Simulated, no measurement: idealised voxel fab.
Module name: voxel capacitor over wiring (process module)
We display cut, a cross-section 145 nm in width whose square cells are each 5 nm.
For the purposes of this document, a cross-section shall be understood as a grid of square cells, specified as bands listed in top-to-bottom order, each band consisting of one or more rows of cells.
Band: top and bottom heights (nm) first, top before bottom; then materials from left to right, widths in nm. "all across" marks a sole material filling the band edge to edge. "air" denotes empty space.
Counting heights begins at 0, where everything beneath is, in the wafer as received, one material. The lowest band has no bottom; it goes on downwards, as "0..down" shows.
The two numbers in a width such as "30..40" mark its ends across the band: the first belongs to the top row of cells, the second to the bottom row, and from each row to the next the width moves by the same amount.
The cross-section has no changed cell in any step marked "nothing changed".
"closed voids" enumerates empty spaces isolated from the top, with no open way to it, that contain at least 8 cells, giving each as width x height at distance from the left edge, all three in nm.
On a step's line, text after the settings is the simulator commenting on that step.
On any step carrying a mask, the "overlay nm" setting, if present on the step's line, tells how far right of its planned place the mask lay; negative values point to the left.
Everything after this point is organized in pairs: a cross-section before one process step, a cross-section after it that shows only as deep as the lowest changed band, and, under the pair, the intervening step with its settings. Because different runs of this module on the same starting wafer can supply different pairs, a pair continues from the pair above it only if its entry headed "State on entry" says so.
State on entry
80..70 = aC all across
70..60 = TiN all across
60..55 = Al2O3 all across
55..50 = TiN all across
50..40 = 30 SiO2, 5 TiN, 5 W, 5 TiN, 100 SiO2
40..35 = 30 SiCN, 15 TiN, 100 SiCN
35..20 = 20 SiO2, 25 Ru, 50 SiO2, 25 Ru, 25 SiO2
20..15 = 20 SiO2, 25 TiN, 50 SiO2, 25 TiN, 25 SiO2
15..0 = SiO2 all across
0..down = Si all across
closed voids: none
Cut View, Post-Step
105..80 = 35 air, 45 resist, 65 air
At heights below 80, the structure remains unaltered.
closed voids: none
Between before and after, shown above: PATTERN [tone cover] [mask id UPPER_PLATE] [material resist] [width nm 45] [thk nm 25] [overlay nm 0]
State on entry: the pre-step structure is the one depicted after the step in the pair just above.
Cut View, Post-Step
95..80 = 35 air, 45 resist, 65 air
80..70 = 35 air, 45 aC, 65 air
At heights below 70, the structure remains unaltered.
closed voids: none
Between before and after, shown above: DIRECTIONAL_ETCH [etch materials aC] [depth nm 10]
State on entry: the pre-step structure is the one depicted after the step in the pair just above.
Cut View, Post-Step
80..70 = 35 air, 45 aC, 65 air
At heights below 70, the structure remains unaltered.
closed voids: none
Between before and after, shown above: STRIP [etch materials resist]
State on entry: the pre-step structure is the one depicted after the step in the pair just above.
Cut View, Post-Step
80..70 = 35 air, 45 aC, 65 air
70..60 = 35 air, 45 TiN, 65 air
At heights below 60, the structure remains unaltered.
closed voids: none
Between before and after, shown above: DIRECTIONAL_ETCH [etch materials TiN] [depth nm 10]
State on entry: the pre-step structure is the one depicted after the step in the pair just above.
Cut View, Post-Step
80..70 = 35 air, 45 aC, 65 air
70..60 = 35 air, 45 TiN, 65 air
60..55 = 35 air, 45 Al2O3, 65 air
At heights below 55, the structure remains unaltered.
closed voids: none
Between before and after, shown above: DIRECTIONAL_ETCH [etch materials Al2O3] [depth nm 5]
State on entry: the pre-step structure is the one depicted after the step in the pair just above.
Cut View, Post-Step
70..60 = 35 air, 45 TiN, 65 air
At heights below 60, the structure remains unaltered.
closed voids: none
Between before and after, shown above: STRIP [etch materials aC]
State on entry: the pre-step structure is the one depicted after the step in the pair just above.
Cut View, Post-Step
85..70 = 25 air, 65 resist, 55 air
70..60 = 25 air, 10 resist, 45 TiN, 10 resist, 55 air
60..55 = 25 air, 10 resist, 45 Al2O3, 10 resist, 55 air
At heights below 55, the structure remains unaltered.
closed voids: none
Between before and after, shown above: PATTERN [tone cover] [mask id LOWER_PLATE] [material resist] [width nm 65] [thk nm 15] [overlay nm 0]
State on entry: the pre-step structure is the one depicted after the step in the pair just above.
Cut View, Post-Step
85..70 = 25 air, 65 resist, 55 air
70..60 = 25 air, 10 resist, 45 TiN, 10 resist, 55 air
60..55 = 25 air, 10 resist, 45 Al2O3, 10 resist, 55 air
55..50 = 25 air, 65 TiN, 55 air
At heights below 50, the structure remains unaltered.
closed voids: none
Between before and after, shown above: DIRECTIONAL_ETCH [etch materials TiN] [depth nm 5]
State on entry: the pre-step structure is the one depicted after the step in the pair just above.
Cut View, Post-Step
70..60 = 35 air, 45 TiN, 65 air
60..55 = 35 air, 45 Al2O3, 65 air
At heights below 55, the structure remains unaltered.
closed voids: none
Between before and after, shown above: STRIP [etch materials resist]
State on entry: the pre-step structure is the one depicted after the step in the pair just above.
Cut View, Post-Step
90..70 = SiO2 all across
70..60 = 35 SiO2, 45 TiN, 65 SiO2
60..55 = 35 SiO2, 45 Al2O3, 65 SiO2
55..50 = 25 SiO2, 65 TiN, 55 SiO2
At heights below 50, the structure remains unaltered.
closed voids: none
Between before and after, shown above: FILL_DEP [material SiO2] [thk nm 20]
State on entry: the pre-step structure is the one depicted after the step in the pair just above.
Cut View, Post-Step
85..70 = SiO2 all across
At heights below 70, the structure remains unaltered.
closed voids: none
Between before and after, shown above: CMP [height nm 85]
State on entry: the pre-step structure is the one depicted after the step in the pair just above.
Cut View, Post-Step
105..85 = 40 resist, 15 air, 90 resist
At heights below 85, the structure remains unaltered.
closed voids: none
Between before and after, shown above: PATTERN [tone open] [mask id PLUG_2] [material resist] [width nm 15] [thk nm 20] [overlay nm 0]
State on entry: the pre-step structure is the one depicted after the step in the pair just above.
Cut View, Post-Step
105..85 = 40 resist, 15 air, 90 resist
85..70 = 40 SiO2, 15 air, 90 SiO2
At heights below 70, the structure remains unaltered.
closed voids: none
Between before and after, shown above: DIRECTIONAL_ETCH [etch materials SiO2] [depth nm 15]
State on entry: the pre-step structure is the one depicted after the step in the pair just above.
Cut View, Post-Step
85..70 = 40 SiO2, 15 air, 90 SiO2
At heights below 70, the structure remains unaltered.
closed voids: none
Between before and after, shown above: STRIP [etch materials resist]
State on entry: the pre-step structure is the one depicted after the step in the pair just above.
Cut View, Post-Step
90..85 = 45 TiN, 5 air, 95 TiN
85..75 = 40 SiO2, 5 TiN, 5 air, 5 TiN, 90 SiO2
75..70 = 40 SiO2, 15 TiN, 90 SiO2
At heights below 70, the structure remains unaltered.
closed voids: none
Between before and after, shown above: CONFORMAL_DEP [material TiN] [thk nm 5]
State on entry: the pre-step structure is the one depicted after the step in the pair just above.
Cut View, Post-Step
95..90 = Ru all across
90..85 = 45 TiN, 5 Ru, 95 TiN
85..75 = 40 SiO2, 5 TiN, 5 Ru, 5 TiN, 90 SiO2
At heights below 75, the structure remains unaltered.
closed voids: none
Between before and after, shown above: FILL_DEP [material Ru] [thk nm 5]
State on entry: the pre-step structure is the one depicted after the step in the pair just above.
Cut View, Post-Step
85..75 = 40 SiO2, 5 TiN, 5 Ru, 5 TiN, 90 SiO2
At heights below 75, the structure remains unaltered.
closed voids: none
Between before and after, shown above: CMP [height nm 85]
State on entry: the pre-step structure is the one depicted after the step in the pair just above.
Cut View, Post-Step
90..85 = SiN all across
At heights below 85, the structure remains unaltered.
closed voids: none
Between before and after, shown above: CONFORMAL_DEP [material SiN] [thk nm 5]
State on entry
85..70 = SiO2 all across
70..60 = 30 SiO2, 55 TiN, 60 SiO2
60..55 = 30 SiO2, 55 Al2O3, 60 SiO2
55..50 = 25 SiO2, 65 TiN, 55 SiO2
50..40 = 30 SiO2, 5 TiN, 5 W, 5 TiN, 100 SiO2
40..35 = 30 SiCN, 15 TiN, 100 SiCN
35..20 = 20 SiO2, 25 Ru, 50 SiO2, 25 Ru, 25 SiO2
20..15 = 20 SiO2, 25 TiN, 50 SiO2, 25 TiN, 25 SiO2
15..0 = SiO2 all across
0..down = Si all across
closed voids: none
Cut View, Post-Step
105..85 = 35 resist, 15 air, 95 resist
At heights below 85, the structure remains unaltered.
closed voids: none
Between before and after, shown above: PATTERN [tone open] [mask id PLUG_2] [material resist] [width nm 15] [thk nm 20] [overlay nm -5]
State on entry: the pre-step structure is the one depicted after the step in the pair just above.
Cut View, Post-Step
105..85 = 35 resist, 15 air, 95 resist
85..70 = 35 SiO2, 15 air, 95 SiO2
At heights below 70, the structure remains unaltered.
closed voids: none
Between before and after, shown above: DIRECTIONAL_ETCH [etch materials SiO2] [depth nm 15]
State on entry: the pre-step structure is the one depicted after the step in the pair just above.
Cut View, Post-Step
85..70 = 35 SiO2, 15 air, 95 SiO2
At heights below 70, the structure remains unaltered.
closed voids: none
Between before and after, shown above: STRIP [etch materials resist]
State on entry: the pre-step structure is the one depicted after the step in the pair just above.
Cut View, Post-Step
90..85 = 40 TiN, 5 air, 100 TiN
85..75 = 35 SiO2, 5 TiN, 5 air, 5 TiN, 95 SiO2
75..70 = 35 SiO2, 15 TiN, 95 SiO2
At heights below 70, the structure remains unaltered.
closed voids: none
Between before and after, shown above: CONFORMAL_DEP [material TiN] [thk nm 5]
State on entry: the pre-step structure is the one depicted after the step in the pair just above.
Cut View, Post-Step
95..90 = Ru all across
90..85 = 40 TiN, 5 Ru, 100 TiN
85..75 = 35 SiO2, 5 TiN, 5 Ru, 5 TiN, 95 SiO2
At heights below 75, the structure remains unaltered.
closed voids: none
Between before and after, shown above: FILL_DEP [material Ru] [thk nm 5]
State on entry: the pre-step structure is the one depicted after the step in the pair just above.
Cut View, Post-Step
85..75 = 35 SiO2, 5 TiN, 5 Ru, 5 TiN, 95 SiO2
At heights below 75, the structure remains unaltered.
closed voids: none
Between before and after, shown above: CMP [height nm 85]
State on entry: the pre-step structure is the one depicted after the step in the pair just above.
Cut View, Post-Step
90..85 = SiN all across
At heights below 85, the structure remains unaltered.
closed voids: none
Between before and after, shown above: CONFORMAL_DEP [material SiN] [thk nm 5]
State on entry
20..15 = TiN all across
15..0 = SiO2 all across
0..down = Si all across
closed voids: none
Cut View, Post-Step
35..15 = TiN all across
At heights below 15, the structure remains unaltered.
closed voids: none
Between before and after, shown above: DIRECTIONAL_DEP [material TiN] [thk nm 15]
State on entry: the pre-step structure is the one depicted after the step in the pair just above.
Cut View, Post-Step
55..35 = 20 air, 25 resist, 50 air, 25 resist, 25 air
At heights below 35, the structure remains unaltered.
closed voids: none
Between before and after, shown above: PATTERN [tone cover] [mask id METAL_1] [material resist] [width nm 25] [pitch nm 75] [thk nm 20] [overlay nm 0]
State on entry: the pre-step structure is the one depicted after the step in the pair just above.
Cut View, Post-Step
55..35 = 20 air, 25 resist, 50 air, 25 resist, 25 air
35..30 = 20 air, 25 TiN, 50 air, 25 TiN, 25 air
At heights below 30, the structure remains unaltered.
closed voids: none
Between before and after, shown above: DIRECTIONAL_ETCH [etch materials TiN] [depth nm 5]
State on entry: the pre-step structure is the one depicted after the step in the pair just above.
Cut View, Post-Step
35..30 = 20 air, 25 TiN, 50 air, 25 TiN, 25 air
At heights below 30, the structure remains unaltered.
closed voids: none
Between before and after, shown above: STRIP [etch materials resist]
State on entry: the pre-step structure is the one depicted after the step in the pair just above.
Cut View, Post-Step
45..35 = SiO2 all across
35..30 = 20 SiO2, 25 TiN, 50 SiO2, 25 TiN, 25 SiO2
At heights below 30, the structure remains unaltered.
closed voids: none
Between before and after, shown above: FILL_DEP [material SiO2] [thk nm 10]
State on entry: the pre-step structure is the one depicted after the step in the pair just above.
Cut View, Post-Step
35..30 = 20 SiO2, 25 TiN, 50 SiO2, 25 TiN, 25 SiO2
At heights below 30, the structure remains unaltered.
closed voids: none
Between before and after, shown above: CMP [height nm 35]
State on entry: the pre-step structure is the one depicted after the step in the pair just above.
Cut View, Post-Step
40..35 = SiCN all across
At heights below 35, the structure remains unaltered.
closed voids: none
Between before and after, shown above: CONFORMAL_DEP [material SiCN] [thk nm 5]
State on entry: the pre-step structure is the one depicted after the step in the pair just above.
Cut View, Post-Step
50..40 = SiO2 all across
At heights below 40, the structure remains unaltered.
closed voids: none
Between before and after, shown above: DIRECTIONAL_DEP [material SiO2] [thk nm 10]
State on entry: the pre-step structure is the one depicted after the step in the pair just above.
Cut View, Post-Step
65..50 = aC all across
At heights below 50, the structure remains unaltered.
closed voids: none
Between before and after, shown above: DIRECTIONAL_DEP [material aC] [thk nm 15]
State on entry: the pre-step structure is the one depicted after the step in the pair just above.
Cut View, Post-Step
95..65 = 30 resist, 15 air, 100 resist
At heights below 65, the structure remains unaltered.
closed voids: none
Between before and after, shown above: PATTERN [tone open] [mask id PLUG_1] [material resist] [width nm 15] [thk nm 30] [overlay nm 0]
State on entry: the pre-step structure is the one depicted after the step in the pair just above.
Cut View, Post-Step
80..65 = 30 resist, 15 air, 100 resist
65..50 = 30 aC, 15 air, 100 aC
At heights below 50, the structure remains unaltered.
closed voids: none
Between before and after, shown above: DIRECTIONAL_ETCH [etch materials aC] [depth nm 15]
State on entry: the pre-step structure is the one depicted after the step in the pair just above.
Cut View, Post-Step
65..50 = 30 aC, 15 air, 100 aC
At heights below 50, the structure remains unaltered.
closed voids: none
Between before and after, shown above: STRIP [etch materials resist]
State on entry: the pre-step structure is the one depicted after the step in the pair just above.
Cut View, Post-Step
65..50 = 30 aC, 15 air, 100 aC
50..40 = 30 SiO2, 15 air, 100 SiO2
At heights below 40, the structure remains unaltered.
closed voids: none
Between before and after, shown above: DIRECTIONAL_ETCH [etch materials SiO2] [depth nm 10]
State on entry: the pre-step structure is the one depicted after the step in the pair just above.
Cut View, Post-Step
65..50 = 30 aC, 15 air, 100 aC
50..40 = 30 SiO2, 15 air, 100 SiO2
40..35 = 30 SiCN, 15 air, 100 SiCN
At heights below 35, the structure remains unaltered.
closed voids: none
Between before and after, shown above: DIRECTIONAL_ETCH [etch materials SiCN] [depth nm 5]
State on entry: the pre-step structure is the one depicted after the step in the pair just above.
Cut View, Post-Step
50..40 = 30 SiO2, 15 air, 100 SiO2
At heights below 40, the structure remains unaltered.
closed voids: none
Between before and after, shown above: STRIP [etch materials aC]
State on entry: the pre-step structure is the one depicted after the step in the pair just above.
Cut View, Post-Step
55..50 = 35 TiN, 5 air, 105 TiN
50..40 = 30 SiO2, 5 TiN, 5 air, 5 TiN, 100 SiO2
40..35 = 30 SiCN, 15 TiN, 100 SiCN
At heights below 35, the structure remains unaltered.
closed voids: none
Between before and after, shown above: CONFORMAL_DEP [material TiN] [thk nm 5]
State on entry: the pre-step structure is the one depicted after the step in the pair just above.
Cut View, Post-Step
60..55 = W all across
55..50 = 35 TiN, 5 W, 105 TiN
50..40 = 30 SiO2, 5 TiN, 5 W, 5 TiN, 100 SiO2
At heights below 40, the structure remains unaltered.
closed voids: none
Between before and after, shown above: FILL_DEP [material W] [thk nm 5]
State on entry: the pre-step structure is the one depicted after the step in the pair just above.
Cut View, Post-Step
50..40 = 30 SiO2, 5 TiN, 5 W, 5 TiN, 100 SiO2
At heights below 40, the structure remains unaltered.
closed voids: none
Between before and after, shown above: CMP [height nm 50]
State on entry: the pre-step structure is the one depicted after the step in the pair just above.
Cut View, Post-Step
55..50 = TiN all across
At heights below 50, the structure remains unaltered.
closed voids: none
Between before and after, shown above: DIRECTIONAL_DEP [material TiN] [thk nm 5]
State on entry: the pre-step structure is the one depicted after the step in the pair just above.
Cut View, Post-Step
60..55 = Al2O3 all across
At heights below 55, the structure remains unaltered.
closed voids: none
Between before and after, shown above: DIRECTIONAL_DEP [material Al2O3] [thk nm 5]
State on entry: the pre-step structure is the one depicted after the step in the pair just above.
Cut View, Post-Step
70..60 = TiN all across
At heights below 60, the structure remains unaltered.
closed voids: none
Between before and after, shown above: DIRECTIONAL_DEP [material TiN] [thk nm 10]
State on entry: the pre-step structure is the one depicted after the step in the pair just above.
Cut View, Post-Step
80..70 = aC all across
At heights below 70, the structure remains unaltered.
closed voids: none
Between before and after, shown above: DIRECTIONAL_DEP [material aC] [thk nm 10]
State on entry: the pre-step structure is the one depicted after the step in the pair just above.
Cut View, Post-Step
105..80 = 30 air, 55 resist, 60 air
At heights below 80, the structure remains unaltered.
closed voids: none
Between before and after, shown above: PATTERN [tone cover] [mask id UPPER_PLATE] [material resist] [width nm 55] [thk nm 25] [overlay nm 0]
State on entry: the pre-step structure is the one depicted after the step in the pair just above.
Cut View, Post-Step
95..80 = 30 air, 55 resist, 60 air
80..70 = 30 air, 55 aC, 60 air
At heights below 70, the structure remains unaltered.
closed voids: none
Between before and after, shown above: DIRECTIONAL_ETCH [etch materials aC] [depth nm 10]
State on entry: the pre-step structure is the one depicted after the step in the pair just above.
Cut View, Post-Step
80..70 = 30 air, 55 aC, 60 air
At heights below 70, the structure remains unaltered.
closed voids: none
Between before and after, shown above: STRIP [etch materials resist]
State on entry: the pre-step structure is the one depicted after the step in the pair just above.
Cut View, Post-Step
80..70 = 30 air, 55 aC, 60 air
70..60 = 30 air, 55 TiN, 60 air
At heights below 60, the structure remains unaltered.
closed voids: none
Between before and after, shown above: DIRECTIONAL_ETCH [etch materials TiN] [depth nm 10]
State on entry: the pre-step structure is the one depicted after the step in the pair just above.
Cut View, Post-Step
80..70 = 30 air, 55 aC, 60 air
70..60 = 30 air, 55 TiN, 60 air
60..55 = 30 air, 55 Al2O3, 60 air
At heights below 55, the structure remains unaltered.
closed voids: none
Between before and after, shown above: DIRECTIONAL_ETCH [etch materials Al2O3] [depth nm 5]
State on entry: the pre-step structure is the one depicted after the step in the pair just above.
Cut View, Post-Step
70..60 = 30 air, 55 TiN, 60 air
At heights below 60, the structure remains unaltered.
closed voids: none
Between before and after, shown above: STRIP [etch materials aC]
State on entry: the pre-step structure is the one depicted after the step in the pair just above.
Cut View, Post-Step
85..70 = 25 air, 65 resist, 55 air
70..60 = 25 air, 5 resist, 55 TiN, 5 resist, 55 air
60..55 = 25 air, 5 resist, 55 Al2O3, 5 resist, 55 air
At heights below 55, the structure remains unaltered.
closed voids: none
Between before and after, shown above: PATTERN [tone cover] [mask id LOWER_PLATE] [material resist] [width nm 65] [thk nm 15] [overlay nm 0]
State on entry: the pre-step structure is the one depicted after the step in the pair just above.
Cut View, Post-Step
85..70 = 25 air, 65 resist, 55 air
70..60 = 25 air, 5 resist, 55 TiN, 5 resist, 55 air
60..55 = 25 air, 5 resist, 55 Al2O3, 5 resist, 55 air
55..50 = 25 air, 65 TiN, 55 air
At heights below 50, the structure remains unaltered.
closed voids: none
Between before and after, shown above: DIRECTIONAL_ETCH [etch materials TiN] [depth nm 5]
State on entry: the pre-step structure is the one depicted after the step in the pair just above.
Cut View, Post-Step
70..60 = 30 air, 55 TiN, 60 air
60..55 = 30 air, 55 Al2O3, 60 air
At heights below 55, the structure remains unaltered.
closed voids: none
Between before and after, shown above: STRIP [etch materials resist]
State on entry: the pre-step structure is the one depicted after the step in the pair just above.
Cut View, Post-Step
90..70 = SiO2 all across
70..60 = 30 SiO2, 55 TiN, 60 SiO2
60..55 = 30 SiO2, 55 Al2O3, 60 SiO2
55..50 = 25 SiO2, 65 TiN, 55 SiO2
At heights below 50, the structure remains unaltered.
closed voids: none
Between before and after, shown above: FILL_DEP [material SiO2] [thk nm 20]
State on entry: the pre-step structure is the one depicted after the step in the pair just above.
Cut View, Post-Step
85..70 = SiO2 all across
At heights below 70, the structure remains unaltered.
closed voids: none
Between before and after, shown above: CMP [height nm 85]
State on entry: the pre-step structure is the one depicted after the step in the pair just above.
Cut View, Post-Step
105..85 = 40 resist, 15 air, 90 resist
At heights below 85, the structure remains unaltered.
closed voids: none
Between before and after, shown above: PATTERN [tone open] [mask id PLUG_2] [material resist] [width nm 15] [thk nm 20] [overlay nm 0]
State on entry: the pre-step structure is the one depicted after the step in the pair just above.
Cut View, Post-Step
105..85 = 40 resist, 15 air, 90 resist
85..70 = 40 SiO2, 15 air, 90 SiO2
At heights below 70, the structure remains unaltered.
closed voids: none
Between before and after, shown above: DIRECTIONAL_ETCH [etch materials SiO2] [depth nm 15]
State on entry: the pre-step structure is the one depicted after the step in the pair just above.
Cut View, Post-Step
85..70 = 40 SiO2, 15 air, 90 SiO2
At heights below 70, the structure remains unaltered.
closed voids: none
Between before and after, shown above: STRIP [etch materials resist]
State on entry: the pre-step structure is the one depicted after the step in the pair just above.
Cut View, Post-Step
90..85 = 45 TiN, 5 air, 95 TiN
85..75 = 40 SiO2, 5 TiN, 5 air, 5 TiN, 90 SiO2
75..70 = 40 SiO2, 15 TiN, 90 SiO2
At heights below 70, the structure remains unaltered.
closed voids: none
Between before and after, shown above: CONFORMAL_DEP [material TiN] [thk nm 5]
State on entry: the pre-step structure is the one depicted after the step in the pair just above.
Cut View, Post-Step
95..90 = Ru all across
90..85 = 45 TiN, 5 Ru, 95 TiN
85..75 = 40 SiO2, 5 TiN, 5 Ru, 5 TiN, 90 SiO2
At heights below 75, the structure remains unaltered.
closed voids: none
Between before and after, shown above: FILL_DEP [material Ru] [thk nm 5]
State on entry: the pre-step structure is the one depicted after the step in the pair just above.
Cut View, Post-Step
85..75 = 40 SiO2, 5 TiN, 5 Ru, 5 TiN, 90 SiO2
At heights below 75, the structure remains unaltered.
closed voids: none
Between before and after, shown above: CMP [height nm 85]
State on entry: the pre-step structure is the one depicted after the step in the pair just above.
Cut View, Post-Step
90..85 = SiN all across
At heights below 85, the structure remains unaltered.
closed voids: none
Between before and after, shown above: CONFORMAL_DEP [material SiN] [thk nm 5]
State on entry
70..60 = 30 air, 55 TiN, 60 air
60..55 = 30 air, 55 Al2O3, 60 air
55..50 = TiN all across
50..40 = 30 SiO2, 5 TiN, 5 W, 5 TiN, 100 SiO2
40..35 = 30 SiCN, 15 TiN, 100 SiCN
35..20 = 20 SiO2, 25 Ru, 50 SiO2, 25 Ru, 25 SiO2
20..15 = 20 SiO2, 25 TiN, 50 SiO2, 25 TiN, 25 SiO2
15..0 = SiO2 all across
0..down = Si all across
closed voids: none
Cut View, Post-Step
85..70 = 25 resist, 65 air, 55 resist
70..60 = 25 resist, 5 air, 55 TiN, 5 air, 55 resist
60..55 = 25 resist, 5 air, 55 Al2O3, 5 air, 55 resist
At heights below 55, the structure remains unaltered.
closed voids: none
Between before and after, shown above: PATTERN [tone open] [mask id LOWER_PLATE] [material resist] [width nm 65] [thk nm 15] [overlay nm 0]
State on entry: the pre-step structure is the one depicted after the step in the pair just above.
Cut View, Post-Step
85..65 = 25 resist, 65 air, 55 resist
65..60 = 25 resist, 5 air, 55 TiN, 5 air, 55 resist
60..55 = 25 resist, 5 air, 55 Al2O3, 5 air, 55 resist
55..50 = 25 TiN, 5 air, 55 TiN, 5 air, 55 TiN
At heights below 50, the structure remains unaltered.
closed voids: none
Between before and after, shown above: DIRECTIONAL_ETCH [etch materials TiN] [depth nm 5]
State on entry: the pre-step structure is the one depicted after the step in the pair just above.
Cut View, Post-Step
65..60 = 30 air, 55 TiN, 60 air
60..55 = 30 air, 55 Al2O3, 60 air
At heights below 55, the structure remains unaltered.
closed voids: none
Between before and after, shown above: STRIP [etch materials resist]
State on entry: the pre-step structure is the one depicted after the step in the pair just above.
Cut View, Post-Step
85..65 = SiO2 all across
65..60 = 30 SiO2, 55 TiN, 60 SiO2
60..55 = 30 SiO2, 55 Al2O3, 60 SiO2
55..50 = 25 TiN, 5 SiO2, 55 TiN, 5 SiO2, 55 TiN
At heights below 50, the structure remains unaltered.
closed voids: none
Between before and after, shown above: FILL_DEP [material SiO2] [thk nm 20]
State on entry: the pre-step structure is the one depicted after the step in the pair just above.
Cut View, Post-Step
105..85 = 40 resist, 15 air, 90 resist
At heights below 85, the structure remains unaltered.
closed voids: none
Between before and after, shown above: PATTERN [tone open] [mask id PLUG_2] [material resist] [width nm 15] [thk nm 20] [overlay nm 0]
State on entry: the pre-step structure is the one depicted after the step in the pair just above.
Cut View, Post-Step
105..85 = 40 resist, 15 air, 90 resist
85..70 = 40 SiO2, 15 air, 90 SiO2
At heights below 70, the structure remains unaltered.
closed voids: none
Between before and after, shown above: DIRECTIONAL_ETCH [etch materials SiO2] [depth nm 15]
State on entry: the pre-step structure is the one depicted after the step in the pair just above.
Cut View, Post-Step
85..70 = 40 SiO2, 15 air, 90 SiO2
At heights below 70, the structure remains unaltered.
closed voids: none
Between before and after, shown above: STRIP [etch materials resist]
State on entry: the pre-step structure is the one depicted after the step in the pair just above.
Cut View, Post-Step
90..85 = 45 TiN, 5 air, 95 TiN
85..75 = 40 SiO2, 5 TiN, 5 air, 5 TiN, 90 SiO2
75..70 = 40 SiO2, 15 TiN, 90 SiO2
At heights below 70, the structure remains unaltered.
closed voids: none
Between before and after, shown above: CONFORMAL_DEP [material TiN] [thk nm 5]
State on entry: the pre-step structure is the one depicted after the step in the pair just above.
Cut View, Post-Step
95..90 = Ru all across
90..85 = 45 TiN, 5 Ru, 95 TiN
85..75 = 40 SiO2, 5 TiN, 5 Ru, 5 TiN, 90 SiO2
At heights below 75, the structure remains unaltered.
closed voids: none
Between before and after, shown above: FILL_DEP [material Ru] [thk nm 5]
State on entry: the pre-step structure is the one depicted after the step in the pair just above.
Cut View, Post-Step
85..75 = 40 SiO2, 5 TiN, 5 Ru, 5 TiN, 90 SiO2
At heights below 75, the structure remains unaltered.
closed voids: none
Between before and after, shown above: CMP [height nm 85]
State on entry: the pre-step structure is the one depicted after the step in the pair just above.
Cut View, Post-Step
90..85 = SiN all across
At heights below 85, the structure remains unaltered.
closed voids: none
Between before and after, shown above: CONFORMAL_DEP [material SiN] [thk nm 5]
